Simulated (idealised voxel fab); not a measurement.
Documented hereafter: the process module known as voxel spacer lines.
We display cut, a cross-section 280 nm in width whose square cells are each 5 nm.
Notation: cross-section as square-cell grid; stated in bands, top first, going down; one or more cell rows per band.
Band: top and bottom heights (nm) first, top before bottom; then materials from left to right, widths in nm. "all across" marks a sole material filling the band edge to edge. "empty" denotes empty space.
Height datum 0, below which the as-received substrate wafer is one material. Lowest band open at the bottom, running downward: "from 0 down".
Width spec "30->40" -> top row of cells at first value, bottom row at second value, equal per-row change in between.
"no alterations made" after a step means that no cell of the cross-section changed.
"Completely sealed voids" means: voids of 8 cells or more that are shut off from the top with no open way through. Written width x height at distance, distance from the left edge, in nm.
Whatever follows a step's settings on its line is a remark the simulator itself makes about that step.
overlay nm: mask offset rightward from planned place, masked step; negative means leftward offset.

-- Here's what the planned process steps look like
step 1: RECEIVE: material Si
step 2: CONFORMAL_DEP: material Al2O3, thk nm 5
step 3: DIRECTIONAL_DEP: material SiN, thk nm 15
step 4: DIRECTIONAL_DEP: material polySi, thk nm 25
step 5: PATTERN: tone cover, mask id MANDREL, material resist, width nm 25, pitch nm 70, thk nm 30, overlay nm 0
step 6: DIRECTIONAL_ETCH: etch materials polySi, depth nm 25
step 7: STRIP: etch materials resist
step 8: CONFORMAL_DEP: material SiO2, thk nm 10
step 9: DIRECTIONAL_ETCH: etch materials SiO2, depth nm 10
step 10: STRIP: etch materials polySi
step 11: DIRECTIONAL_ETCH: etch materials SiN, depth nm 15
step 12: STRIP: etch materials SiO2

-- Wafer cross-section on receipt, i.e. after step 1
> from 0 down: Si all across
> Completely sealed voids: none

-- End-of-module cross-section of the first of two wafers, processed as planned
> from 20 to 5: empty: 45 | SiN: 10 | empty: 25 | SiN: 10 | empty: 25 | SiN: 10 | empty: 25 | SiN: 10 | empty: 25 | SiN: 10 | empty: 25 | SiN: 10 | empty: 50
> from 5 to 0: Al2O3 all across
> from 0 down: Si all across
> Completely sealed voids: none

-- The second wafer, shown in cross-section after the module: started the same way as the first and given the same plan, yet one mistake crept into how it was run
> from 55 to 45: empty: 45 | Al2O3: 45 | empty: 25 | Al2O3: 45 | empty: 25 | Al2O3: 45 | empty: 50
> from 45 to 30: empty: 45 | Al2O3: 10 | polySi: 25 | Al2O3: 10 | empty: 25 | Al2O3: 10 | polySi: 25 | Al2O3: 10 | empty: 25 | Al2O3: 10 | polySi: 25 | Al2O3: 10 | empty: 50
> from 30 to 20: Al2O3: 55 | polySi: 25 | Al2O3: 45 | polySi: 25 | Al2O3: 45 | polySi: 25 | Al2O3: 60
> from 20 to 5: SiN all across
> from 5 to 0: Al2O3 all across
> from 0 down: Si all across
> Completely sealed voids: none
Want to know what went wrong? contrary to plan, step 8 was performed as CONFORMAL_DEP: material Al2O3, thk nm 10
Per the end-of-run cell counts, the second wafer holds more or fewer of some materials than the first: 172 more of Al2O3, 132 more of SiN, 75 more of polySi
